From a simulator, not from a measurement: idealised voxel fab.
Name of the process module below: voxel transistor to metal
FYI the section here is cut, 290 nm wide, cells are 5 nm squares.
This document writes a cross-section as a grid whose cells are square, and gives it as bands, listed from the top down; one or more rows of cells form a band. Band: top height; bottom height; in nm. Then, left to right: material with width in nm, for each material. "everywhere": a single material spanning edge to edge. "blank": empty space. Height is counted from the level 0, under which the received wafer is composed throughout of one material. The lowest of the bands is not closed at the bottom but continues downward, in the notation "0 and below". With a width like "30->40", each row of cells in the band differs from the next by the same amount, the top row carrying the first number and the bottom row the second. Where the words "nothing altered" appear for a step, the cross-section shows no cell changed by that step; every cell remained as before. "Closed cavities" lists enclosed empty spaces (at least 8 cells, no open path upward to the top), each as width x height at distance from the left edge, in nm. Step line, after settings: the simulator's comment on this step. If you see "overlay nm" on a step's line and that step has a mask, it's telling you how far right of where it was planned the mask ended up; a negative number means it went left instead.

[So here's the lineup of process steps we planned]
1 RECEIVE with material Si
2 CONFORMAL_DEP with material SiO2, thk nm 5
3 CONFORMAL_DEP with material SiN, thk nm 15
4 DIRECTIONAL_DEP with material aC, thk nm 10
5 PATTERN with tone cover, mask id ACTIVE, material resist, width nm 105, pitch nm 135, thk nm 30, overlay nm 0
6 DIRECTIONAL_ETCH with etch materials aC, depth nm 10
7 STRIP with etch materials resist
8 DIRECTIONAL_ETCH with etch materials SiN, depth nm 15
9 DIRECTIONAL_ETCH with etch materials SiO2, depth nm 5
10 DIRECTIONAL_ETCH with etch materials Si, depth nm 35
11 STRIP with etch materials aC
12 OXIDIZE with depth nm 5
13 FILL_DEP with material SiO2, thk nm 15
14 CMP with height nm 20
15 SELECTIVE_ETCH with etch materials SiO2, depth nm 10
16 STRIP with etch materials SiN
17 SELECTIVE_ETCH with etch materials SiO2, depth nm 5
18 OXIDIZE with depth nm 5
19 DIRECTIONAL_DEP with material polySi, thk nm 25
20 DIRECTIONAL_DEP with material SiCN, thk nm 10
21 MASKED_ETCH with tone cover, mask id GATE, width nm 25, pitch nm 135, etch materials SiCN, depth nm 20, overlay nm 0
22 MASKED_ETCH with tone cover, mask id GATE, width nm 25, pitch nm 135, etch materials polySi, depth nm 35, overlay nm 0
23 CONFORMAL_DEP with material SiO2, thk nm 5
24 DIRECTIONAL_ETCH with etch materials SiO2, depth nm 5
25 CONFORMAL_DEP with material SiN, thk nm 10
26 DIRECTIONAL_ETCH with etch materials SiN, depth nm 10
27 DIRECTIONAL_ETCH with etch materials SiO2, depth nm 5
28 DIRECTIONAL_ETCH with etch materials Si, depth nm 10
29 EPI with material pSi, thk nm 5
30 FILL_DEP with material SiO2, thk nm 10
31 CMP with height nm 25
32 STRIP with etch materials polySi
33 SELECTIVE_ETCH with etch materials SiO2, depth nm 5
34 CONFORMAL_DEP with material HfO2, thk nm 5
35 CONFORMAL_DEP with material TiN, thk nm 5
36 FILL_DEP with material W, thk nm 10
37 CMP with height nm 20
38 DIRECTIONAL_DEP with material SiO2, thk nm 10
39 DIRECTIONAL_DEP with material aC, thk nm 15
40 PATTERN with tone open, mask id CONTACT, material resist, width nm 20, thk nm 35, overlay nm 0
41 DIRECTIONAL_ETCH with etch materials aC, depth nm 15
42 STRIP with etch materials resist
43 DIRECTIONAL_ETCH with etch materials SiO2, depth nm 20
44 STRIP with etch materials aC
45 CONFORMAL_DEP with material TiN, thk nm 5
46 FILL_DEP with material Ru, thk nm 5
47 CMP with height nm 30
48 DIRECTIONAL_DEP with material TiN, thk nm 5
49 DIRECTIONAL_DEP with material W, thk nm 20
50 DIRECTIONAL_DEP with material aC, thk nm 10
51 PATTERN with tone cover, mask id METAL_1, material resist, width nm 20, thk nm 25, overlay nm 0
52 DIRECTIONAL_ETCH with etch materials aC, depth nm 10
53 STRIP with etch materials resist
54 DIRECTIONAL_ETCH with etch materials W, depth nm 20
55 DIRECTIONAL_ETCH with etch materials TiN, depth nm 5
56 STRIP with etch materials aC
57 FILL_DEP with material lowk, thk nm 10
58 CMP with height nm 55
59 CONFORMAL_DEP with material SiCN, thk nm 5
60 DIRECTIONAL_DEP with material SiO2, thk nm 35
61 MASKED_ETCH with tone open, mask id METAL_2_HOLES, width nm 15, pitch nm 135, etch materials SiO2, depth nm 35, overlay nm 0
62 DIRECTIONAL_DEP with material aC, thk nm 10
63 PATTERN with tone open, mask id METAL_2, material resist, width nm 20, pitch nm 135, thk nm 25, overlay nm 0
64 DIRECTIONAL_ETCH with etch materials aC, depth nm 10
65 STRIP with etch materials resist
66 DIRECTIONAL_ETCH with etch materials SiO2, depth nm 20
67 DIRECTIONAL_ETCH with etch materials SiCN, depth nm 5
68 STRIP with etch materials aC
69 CONFORMAL_DEP with material TiN, thk nm 5
70 FILL_DEP with material Cu, thk nm 10
71 CMP with height nm 95
72 CONFORMAL_DEP with material SiN, thk nm 5
Where the wafers of this document differ is in the thk nm of step 29; they start out the same, and the plan states the value that applied to the first wafer.

[Cross-sectional view of the first of several wafers in the as-received condition, corresponding to the state following step 1]
  0 and below | Si everywhere
  Closed cavities: none

[Depicted here is the first of several wafers in cross-section, at module completion following the last step, step 72]
  100 down to 95 | SiN everywhere
  95 down to 80 | SiO2: 30 / TiN: 5 / Cu: 10 / TiN: 5 / SiO2: 115 / TiN: 5 / Cu: 10 / TiN: 5 / SiO2: 105
  80 down to 75 | SiO2: 30 / TiN: 5 / Cu: 5 / TiN: 10 / SiO2: 115 / TiN: 5 / Cu: 5 / TiN: 10 / SiO2: 105
  75 down to 60 | SiO2: 30 / TiN: 5 / Cu: 5 / TiN: 5 / SiO2: 120 / TiN: 5 / Cu: 5 / TiN: 5 / SiO2: 110
  60 down to 55 | SiCN: 30 / TiN: 15 / SiCN: 120 / TiN: 15 / SiCN: 110
  55 down to 35 | lowk: 30 / W: 20 / lowk: 55 / W: 20 / lowk: 40 / W: 20 / lowk: 55 / W: 20 / lowk: 30
  35 down to 30 | lowk: 30 / TiN: 20 / lowk: 55 / TiN: 20 / lowk: 40 / TiN: 20 / lowk: 55 / TiN: 20 / lowk: 30
  30 down to 20 | SiO2: 30 / TiN: 5 / Ru: 10 / TiN: 5 / SiO2: 55 / TiN: 5 / Ru: 10 / TiN: 5 / SiO2: 40 / TiN: 5 / Ru: 10 / TiN: 5 / SiO2: 55 / TiN: 5 / Ru: 10 / TiN: 5 / SiO2: 30
  20 down to 15 | SiO2: 30 / TiN: 5 / Ru: 10 / TiN: 5 / SiN: 10 / HfO2: 5 / TiN: 5 / W: 15 / TiN: 5 / HfO2: 5 / SiN: 10 / TiN: 5 / Ru: 10 / TiN: 5 / SiO2: 40 / TiN: 5 / Ru: 10 / TiN: 5 / SiN: 10 / HfO2: 5 / TiN: 5 / W: 15 / TiN: 5 / HfO2: 5 / SiN: 10 / TiN: 5 / Ru: 10 / TiN: 5 / SiO2: 30
  15 down to 10 | SiO2: 30 / TiN: 20 / SiN: 10 / HfO2: 5 / TiN: 5 / W: 15 / TiN: 5 / HfO2: 5 / SiN: 10 / TiN: 20 / SiO2: 40 / TiN: 20 / SiN: 10 / HfO2: 5 / TiN: 5 / W: 15 / TiN: 5 / HfO2: 5 / SiN: 10 / TiN: 20 / SiO2: 30
  10 down to 5 | SiO2: 50 / SiN: 10 / HfO2: 5 / TiN: 5 / W: 15 / TiN: 5 / HfO2: 5 / SiN: 10 / SiO2: 80 / SiN: 10 / HfO2: 5 / TiN: 5 / W: 15 / TiN: 5 / HfO2: 5 / SiN: 10 / SiO2: 50
  5 down to 0 | SiO2: 25 / SiN: 10 / SiO2: 15 / SiN: 10 / HfO2: 5 / TiN: 25 / HfO2: 5 / SiN: 10 / SiO2: 15 / SiN: 10 / SiO2: 30 / SiN: 10 / SiO2: 15 / SiN: 10 / HfO2: 5 / TiN: 25 / HfO2: 5 / SiN: 10 / SiO2: 15 / SiN: 10 / SiO2: 25
  0 down to -5 | SiO2: 35 / pSi: 5 / SiO2: 5 / pSi: 5 / SiO2: 10 / HfO2: 35 / SiO2: 10 / pSi: 5 / SiO2: 5 / pSi: 5 / SiO2: 50 / pSi: 5 / SiO2: 5 / pSi: 5 / SiO2: 10 / HfO2: 35 / SiO2: 10 / pSi: 5 / SiO2: 5 / pSi: 5 / SiO2: 35
  -5 down to -10 | SiO2: 30 / Si: 5 / pSi: 5 / SiO2: 5 / pSi: 5 / Si: 55 / pSi: 5 / SiO2: 5 / pSi: 5 / Si: 5 / SiO2: 40 / Si: 5 / pSi: 5 / SiO2: 5 / pSi: 5 / Si: 55 / pSi: 5 / SiO2: 5 / pSi: 5 / Si: 5 / SiO2: 30
  -10 down to -15 | SiO2: 30 / Si: 5 / pSi: 15 / Si: 55 / pSi: 15 / Si: 5 / SiO2: 40 / Si: 5 / pSi: 15 / Si: 55 / pSi: 15 / Si: 5 / SiO2: 30
  -15 down to -40 | SiO2: 30 / Si: 95 / SiO2: 40 / Si: 95 / SiO2: 30
  -40 and below | Si everywhere
  Closed cavities: none

[Last-wafer cross-section at the end of the module]
  100 down to 95 | SiN everywhere
  95 down to 80 | SiO2: 30 / TiN: 5 / Cu: 10 / TiN: 5 / SiO2: 115 / TiN: 5 / Cu: 10 / TiN: 5 / SiO2: 105
  80 down to 75 | SiO2: 30 / TiN: 5 / Cu: 5 / TiN: 10 / SiO2: 115 / TiN: 5 / Cu: 5 / TiN: 10 / SiO2: 105
  75 down to 60 | SiO2: 30 / TiN: 5 / Cu: 5 / TiN: 5 / SiO2: 120 / TiN: 5 / Cu: 5 / TiN: 5 / SiO2: 110
  60 down to 55 | SiCN: 30 / TiN: 15 / SiCN: 120 / TiN: 15 / SiCN: 110
  55 down to 35 | lowk: 30 / W: 20 / lowk: 55 / W: 20 / lowk: 40 / W: 20 / lowk: 55 / W: 20 / lowk: 30
  35 down to 30 | lowk: 30 / TiN: 20 / lowk: 55 / TiN: 20 / lowk: 40 / TiN: 20 / lowk: 55 / TiN: 20 / lowk: 30
  30 down to 25 | SiO2: 30 / TiN: 5 / Ru: 10 / TiN: 5 / SiO2: 55 / TiN: 5 / Ru: 10 / TiN: 5 / SiO2: 40 / TiN: 5 / Ru: 10 / TiN: 5 / SiO2: 55 / TiN: 5 / Ru: 10 / TiN: 5 / SiO2: 30
  25 down to 20 | SiO2: 30 / TiN: 20 / SiO2: 55 / TiN: 20 / SiO2: 40 / TiN: 20 / SiO2: 55 / TiN: 20 / SiO2: 30
  20 down to 5 | SiO2: 15 / pSi: 35 / SiN: 10 / HfO2: 5 / TiN: 5 / W: 15 / TiN: 5 / HfO2: 5 / SiN: 10 / pSi: 35 / SiO2: 10 / pSi: 35 / SiN: 10 / HfO2: 5 / TiN: 5 / W: 15 / TiN: 5 / HfO2: 5 / SiN: 10 / pSi: 35 / SiO2: 15
  5 down to 0 | SiO2: 15 / pSi: 10 / SiN: 10 / pSi: 15 / SiN: 10 / HfO2: 5 / TiN: 25 / HfO2: 5 / SiN: 10 / pSi: 15 / SiN: 10 / pSi: 10 / SiO2: 10 / pSi: 10 / SiN: 10 / pSi: 15 / SiN: 10 / HfO2: 5 / TiN: 25 / HfO2: 5 / SiN: 10 / pSi: 15 / SiN: 10 / pSi: 10 / SiO2: 15
  0 down to -5 | SiO2: 35 / pSi: 15 / SiO2: 10 / HfO2: 35 / SiO2: 10 / pSi: 15 / SiO2: 50 / pSi: 15 / SiO2: 10 / HfO2: 35 / SiO2: 10 / pSi: 15 / SiO2: 35
  -5 down to -15 | SiO2: 30 / Si: 5 / pSi: 15 / Si: 55 / pSi: 15 / Si: 5 / SiO2: 40 / Si: 5 / pSi: 15 / Si: 55 / pSi: 15 / Si: 5 / SiO2: 30
  -15 down to -40 | SiO2: 30 / Si: 95 / SiO2: 40 / Si: 95 / SiO2: 30
  -40 and below | Si everywhere
  Closed cavities: none

[Table: wafers, a row each; end-of-module cell change per material since receipt, gain (+), loss (-); then closed voids]
thk nm 5 | +20 Cu | +30 HfO2 | +24 Ru | -222 Si | +52 SiCN | +98 SiN | +724 SiO2 | +114 TiN | +82 W | +210 lowk | +28 pSi | Closed cavities: none
thk nm 10 | +20 Cu | +30 HfO2 | +24 Ru | -222 Si | +52 SiCN | +98 SiN | +704 SiO2 | +114 TiN | +82 W | +210 lowk | +48 pSi | Closed cavities: none
thk nm 15 | +20 Cu | +30 HfO2 | +24 Ru | -222 Si | +52 SiCN | +98 SiN | +688 SiO2 | +114 TiN | +82 W | +210 lowk | +64 pSi | Closed cavities: none
thk nm 20 | +20 Cu | +30 HfO2 | +16 Ru | -222 Si | +52 SiCN | +98 SiN | +680 SiO2 | +106 TiN | +82 W | +210 lowk | +88 pSi | Closed cavities: none
thk nm 25 | +20 Cu | +30 HfO2 | +8 Ru | -222 Si | +52 SiCN | +98 SiN | +660 SiO2 | +98 TiN | +82 W | +210 lowk | +124 pSi | Closed cavities: none
thk nm 30 | +20 Cu | +30 HfO2 | +8 Ru | -222 Si | +52 SiCN | +98 SiN | +644 SiO2 | +98 TiN | +82 W | +210 lowk | +140 pSi | Closed cavities: none
